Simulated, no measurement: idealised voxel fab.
The document below concerns the process module designated voxel released beams.
In the cross-section labelled cut, the width is 220 nm and each square cell is 5 nm.
A cross-section in this document is a grid of square cells, and it is written down as bands, the top band listed before the ones below it; a band is made up of one or more rows of cells. Heights first: top, then bottom, in nm. Then materials, left to right, each with a width in nm. "full width" on a single material: fills the band edge to edge. "blank": empty space. Height 0 is the level under which the wafer as received is all one material. The lowest band goes on downwards, as in "z 0 and below". The expression "30->40" gives the width at the extremes of the band, the first number at its top row of cells and the second at its bottom row, with the width changing by equal amounts from each row to the next in between. "left unchanged" for a step: no cell of the cross-section changed in that step. What "Cavities, sealed" gives you is every empty space of 8 cells or more that is cut off from the top. Each appears as width x height at distance, with the distance taken from the left edge and width, height and distance all in nm. Formally, on a step line, whatever follows the settings is a remark that the simulator itself makes on the step. For masked steps, "overlay nm" on the step line gives how far right of plan the mask actually lay; a minus sign means it lay to the left.
Steps in the process plan:
1: RECEIVE (material Si)
2: CONFORMAL_DEP (material SiN; thk nm 5)
3: DIRECTIONAL_DEP (material SiO2; thk nm 15)
4: PATTERN (tone open; mask id ANCHOR; material resist; width nm 25; thk nm 20; overlay nm 0)
5: DIRECTIONAL_ETCH (etch materials SiO2; depth nm 15)
6: STRIP (etch materials resist)
7: CONFORMAL_DEP (material TiN; thk nm 10)
8: MASKED_ETCH (tone cover; mask id BEAM; width nm 105; etch materials TiN; depth nm 10; overlay nm 0)
9: STRIP (etch materials SiO2)
The width nm used in step 4 is not the same on every wafer, whereas the starting condition is; the value printed in the plan is the first wafer's.
After step 1, as received: first of several wafers, cross-section:
  z 0 and below | Si full width
  Cavities, sealed: none
The rows of the table below are wafers. Looking at the end of the module, a row counts, for every material, the cells the wafer has gained, shown as (+), or lost, shown as (-), since it was received; its closed voids come next:
width nm 25, +44 SiN, +54 TiN, Cavities, sealed: none
width nm 30, +44 SiN, +54 TiN, Cavities, sealed: none
width nm 35, +44 SiN, +54 TiN, Cavities, sealed: none
width nm 40, +44 SiN, +54 TiN, Cavities, sealed: none
width nm 45, +44 SiN, +54 TiN, Cavities, sealed: none
width nm 50, +44 SiN, +54 TiN, Cavities, sealed: none
